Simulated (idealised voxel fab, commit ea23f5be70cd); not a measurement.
Process module name: voxel quadruple lines
cross-section cut | 230 nm wide | cells 5 nm
If you're reading a cross-section in this doc, picture square cells in a grid; it comes to you as bands, top ones listed first down to the bottom, and a band can be one or more rows of cells.
In this notation a band is specified by the heights of its top and bottom, in that order and in nm, after which its materials appear from left to right, each paired with its width in nm. The word "all across" attached to a single material means that material fills the band from edge to edge; the word "empty" stands for empty space.
Convention: height 0 is the level below which the wafer, as received, is all one material. The lowest band does not terminate at the bottom but continues downward, represented as "top 0, no bottom".
You'd read "30 to 40" like this: the band's top row of cells is as wide as the first number, its bottom row is as wide as the second, and going down, every row changes width by the same amount as the row before did.
The cross-section has no changed cell in any step marked "remained the same".
Any empty space of 8 cells or more lacking an open way to the top shows up in "Closed void list" as width x height at distance, distance from the left edge, in nm.
Step line, after settings: the simulator's comment on this step.
A step line may carry the setting "overlay nm", which, for steps involving a mask, states the distance by which the mask lay to the right of its intended position; negative values denote displacement to the left.
## Process steps (planned)
| 1 | RECEIVE | material Si |
| 2 | CONFORMAL_DEP | material Al2O3 | thk nm 5 |
| 3 | DIRECTIONAL_DEP | material W | thk nm 10 |
| 4 | DIRECTIONAL_DEP | material polySi | thk nm 15 |
| 5 | DIRECTIONAL_DEP | material aC | thk nm 25 |
| 6 | PATTERN | tone cover | mask id MANDREL | material resist | width nm 15 | pitch nm 80 | thk nm 35 | overlay nm 0 |
| 7 | DIRECTIONAL_ETCH | etch materials aC | depth nm 25 |
| 8 | STRIP | etch materials resist |
| 9 | CONFORMAL_DEP | material SiO2 | thk nm 15 |
| 10 | DIRECTIONAL_ETCH | etch materials SiO2 | depth nm 15 |
| 11 | STRIP | etch materials aC |
| 12 | DIRECTIONAL_ETCH | etch materials polySi | depth nm 15 |
| 13 | STRIP | etch materials SiO2 |
| 14 | CONFORMAL_DEP | material SiN | thk nm 5 |
| 15 | DIRECTIONAL_ETCH | etch materials SiN | depth nm 5 |
| 16 | STRIP | etch materials polySi |
| 17 | DIRECTIONAL_ETCH | etch materials W | depth nm 10 |
| 18 | STRIP | etch materials SiN |
| 19 | FILL_DEP | material lowk | thk nm 5 |
| 20 | CMP | height nm 15 |
Every wafer here starts from the same state; it is the step 6 width nm that distinguishes them, and the value the plan gives belongs to the first wafer.
## The first of several wafers in cross-section, exactly as it reached us after step 1
> top 0, no bottom: Si all across
> Closed void list: none
## The table below has one row for each wafer; a row shows, as of the end of the module, how many cells of each material the wafer has gained, marked (+), or lost, marked (-), since it was received, and then the wafer's closed voids
width nm 15, +46 Al2O3, +16 W, +76 lowk, Closed void list: none
width nm 20, +46 Al2O3, +16 W, +76 lowk, Closed void list: none
width nm 25, +46 Al2O3, +16 W, +76 lowk, Closed void list: none
width nm 30, +46 Al2O3, +16 W, +76 lowk, Closed void list: none
width nm 35, +46 Al2O3, +16 W, +76 lowk, Closed void list: none
width nm 40, +46 Al2O3, +16 W, +76 lowk, Closed void list: none
